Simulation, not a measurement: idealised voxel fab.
Process module under the name voxel gate over fins
Displayed cross-section: cut, width of 195 nm, square cells sized 5 nm.
A cross-section in this document is a grid of square cells, and it is written down as bands, the top band listed before the ones below it; a band is made up of one or more rows of cells. A band entry consists of two parts. The first gives the height of the band's top and the height of its bottom, in nm. The rest lists the band's materials from left to right, each with its width in nm. A single material labelled with the word "everywhere" fills the band from edge to edge, and the word "empty" marks empty space. Note: height 0 marks the level under which the wafer is uniformly one material as received. Lowest band unbounded below, written "0 down". Think of "30 to 40" as a width that walks from the first number to the second as you go down the band, top row to bottom row, taking equal-sized steps from row to row. Where a step carries "nothing altered", the cross-section came out of it unchanged, cell for cell. For the entry "Enclosed cavity list", the listed items are empty spaces with no open way to the top whose size is 8 cells or more; each item follows the pattern width x height at distance, where distance is from the left edge and all three are in nm. Where a step's line continues beyond its settings, the continuation is a remark by the simulator itself on that step. A step's line can hold "overlay nm"; with a mask on that step, the setting says how far right of the planned place the mask lay, while a negative setting says it lay to the left.
Here's what the planned process steps look like:
| 1 | RECEIVE (material Si) |
| 2 | CONFORMAL_DEP (material SiN; thk nm 5) |
| 3 | PATTERN (tone cover; mask id FINS; material resist; width nm 15; pitch nm 40; thk nm 15; overlay nm -15) |
| 4 | DIRECTIONAL_ETCH (etch materials SiN; depth nm 5) |
| 5 | DIRECTIONAL_ETCH (etch materials Si; depth nm 40) |
| 6 | STRIP (etch materials resist) |
| 7 | FILL_DEP (material SiO2; thk nm 10) |
| 8 | CMP (height nm 5) |
| 9 | SELECTIVE_ETCH (etch materials SiO2; depth nm 20) |
| 10 | STRIP (etch materials SiN) |
| 11 | CONFORMAL_DEP (material HfO2; thk nm 5) |
| 12 | CONFORMAL_DEP (material TiN; thk nm 5) |
| 13 | CONFORMAL_DEP (material TiAl; thk nm 5) |
| 14 | CONFORMAL_DEP (material TiN; thk nm 5) |
| 15 | FILL_DEP (material W; thk nm 15) |
| 16 | CMP (height nm 30) |
| 17 | CONFORMAL_DEP (material SiN; thk nm 5) |
varied across the wafers: overlay nm of step 3. The plan shows the first wafer's value. All wafers start alike
Sectional view: first of several wafers, as received, after step 1:
	0 down  Si everywhere
	Enclosed cavity list: none
Below is a per-wafer table. In it, each row describes the wafer at the end of the module by giving, for each material, the number of cells gained (+) or lost (-) since the wafer was received, and after that the closed voids of the wafer:
overlay nm -15, +57 HfO2, -240 Si, +39 SiN, +150 SiO2, +51 TiAl, +102 TiN, +114 W, Enclosed cavity list: none
overlay nm -10, +57 HfO2, -240 Si, +39 SiN, +150 SiO2, +51 TiAl, +102 TiN, +114 W, Enclosed cavity list: none
overlay nm -5, +57 HfO2, -240 Si, +39 SiN, +150 SiO2, +51 TiAl, +102 TiN, +114 W, Enclosed cavity list: none
overlay nm 0, +57 HfO2, -240 Si, +39 SiN, +150 SiO2, +51 TiAl, +102 TiN, +114 W, Enclosed cavity list: none
overlay nm 5, +57 HfO2, -240 Si, +39 SiN, +150 SiO2, +51 TiAl, +102 TiN, +114 W, Enclosed cavity list: none
overlay nm 10, +57 HfO2, -240 Si, +39 SiN, +150 SiO2, +51 TiAl, +102 TiN, +114 W, Enclosed cavity list: none
overlay nm 15, +57 HfO2, -240 Si, +39 SiN, +150 SiO2, +51 TiAl, +102 TiN, +114 W, Enclosed cavity list: none
